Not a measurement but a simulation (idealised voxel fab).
Module name: voxel fin reveal (process module)
Shown is cross-section cut, with a width of 245 nm and square cells of size 5 nm.
The cross-sections in this document take the form of a grid made of square cells. They are written out as bands, in order from top to bottom. Each band consists of one or more rows of cells. Heads up on the band format: heights come first, top then bottom, in nm. After that it's the materials left to right, each with its width in nm. A single material flagged "everywhere" fills the whole band edge to edge, and "empty" means there's empty space there. Measure heights from 0. That's the level where, below it, the as-received wafer is all one material. The lowest band is bottomless and extends downward; write it as in "0..down". The width entry "30 to 40" should be interpreted row by row: the top row of cells in the band takes the first number, the bottom row takes the second number, and the change between adjacent rows is uniform throughout. Basically "no alteration" means that step didn't change any cell in the cross-section. Reported under the label "Sealed internal voids" are the empty spaces having no open way to the top and comprising 8 cells or more; the notation for each is width x height at distance, in which the distance is measured from the left edge and all three values are in nm. On each step's line, the part that comes after the settings is the simulator's own comment on the step. "overlay nm" on a masked step: distance the mask lay right of its planned place, negative for left.

[These are the steps we planned for the process]
step 1: RECEIVE | material Si
step 2: CONFORMAL_DEP | material SiN | thk nm 10
step 3: DIRECTIONAL_DEP | material aC | thk nm 15
step 4: PATTERN | tone cover | mask id FINS | material resist | width nm 15 | pitch nm 45 | thk nm 30 | overlay nm 0
step 5: DIRECTIONAL_ETCH | etch materials aC | depth nm 15
step 6: STRIP | etch materials resist
step 7: DIRECTIONAL_ETCH | etch materials SiN | depth nm 10
step 8: DIRECTIONAL_ETCH | etch materials Si | depth nm 30
step 9: STRIP | etch materials aC
step 10: FILL_DEP | material SiO2 | thk nm 10
step 11: CMP | height nm 10
step 12: SELECTIVE_ETCH | etch materials SiO2 | depth nm 20
step 13: STRIP | etch materials SiN
step 14: CONFORMAL_DEP | material SiO2 | thk nm 5
The plan's step 4 width nm is the first wafer's value; the wafers differ in this setting and start identical.

[Received condition of the first of several wafers, sectioned: post-step 1]
* 0..down = Si everywhere
* Sealed internal voids: none

[First of several wafers, sectioned at end of module (last step: step 14)]
* 5..0 = empty (85), SiO2 (25), empty (20), SiO2 (25), empty (90)
* 0..-5 = empty (85), SiO2 (5), Si (15), SiO2 (5), empty (20), SiO2 (5), Si (15), SiO2 (5), empty (90)
* -5..-30 = SiO2 (90), Si (15), SiO2 (30), Si (15), SiO2 (95)
* -30..down = Si everywhere
* Sealed internal voids: none

[Cross-section of the last wafer at end of module]
* 5..0 = empty (80), SiO2 (40), empty (5), SiO2 (40), empty (80)
* 0..-5 = empty (80), SiO2 (5), Si (30), SiO2 (5), empty (5), SiO2 (5), Si (30), SiO2 (5), empty (80)
* -5..-30 = SiO2 (85), Si (30), SiO2 (15), Si (30), SiO2 (85)
* -30..down = Si everywhere
* Sealed internal voids: none

[Per wafer, end of module: cells gained (+) or lost (-) per material since receipt, then closed voids]
width nm 15; -258 Si; +229 SiO2; Sealed internal voids: none
width nm 20; -246 Si; +221 SiO2; Sealed internal voids: none
width nm 25; -234 Si; +213 SiO2; Sealed internal voids: none
width nm 30; -222 Si; +205 SiO2; Sealed internal voids: none
